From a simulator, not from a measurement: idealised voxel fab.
Process module heading - voxel plated lines
Square cells of 5 nm make up the cross-section cut, whose width is 260 nm.
A cross-section is a grid of square cells, given in bands from the top down. A band is one or more rows of cells. First you get the band's top height and its bottom height, in nm, and then the materials it's made of, left to right, with each width in nm. If you see a single material with "everywhere", that one covers the band edge to edge. "air" is empty space. Note: height 0 marks the level under which the wafer is uniformly one material as received. Lowest band unbounded below, written "z 0 and below". The width entry "30 to 40" should be interpreted row by row: the top row of cells in the band takes the first number, the bottom row takes the second number, and the change between adjacent rows is uniform throughout. Step note "nothing got changed" = no cross-section cell changed. Voids not open to the top, 8 cells minimum: see "Unvented internal voids". Written width x height at distance; distance is from the left edge; nm. That trailing text on a step's line, after the settings, is the simulator's own remark on the step. For masked steps, "overlay nm" on the step line gives how far right of plan the mask actually lay; a minus sign means it lay to the left.
## Steps in the process plan
| 1 | RECEIVE with material Si |
| 2 | CONFORMAL_DEP with material SiO2, thk nm 15 |
| 3 | DIRECTIONAL_DEP with material TiN, thk nm 5 |
| 4 | PATTERN with tone open, mask id LINES, material resist, width nm 20, pitch nm 45, thk nm 25, overlay nm 0 |
| 5 | EPI with material Ru, thk nm 10 |
| 6 | EPI with material Ru, thk nm 5 |
| 7 | STRIP with etch materials resist |
| 8 | DIRECTIONAL_ETCH with etch materials TiN, depth nm 5 |
| 9 | CONFORMAL_DEP with material SiCN, thk nm 10 |
## Here's what the wafer looked like in cross-section when it arrived - that's after step 1
> z 0 and below  Si everywhere
> Unvented internal voids: none
## Module complete, cross-section. Starting point and plan per above. One mistake made in running the module
> z 45 to 35  SiCN everywhere
> z 35 to 20  Ru: 95, then SiCN: 20, then Ru: 25, then SiCN: 20, then Ru: 100
> z 20 to 15  TiN: 95, then SiCN: 20, then TiN: 25, then SiCN: 20, then TiN: 100
> z 15 to 0  SiO2 everywhere
> z 0 and below  Si everywhere
> Unvented internal voids: none
What was done differently from what was planned? step 4 off recipe, ran as PATTERN with tone cover, mask id LINES, material resist, width nm 20, pitch nm 45, thk nm 25, overlay nm 0
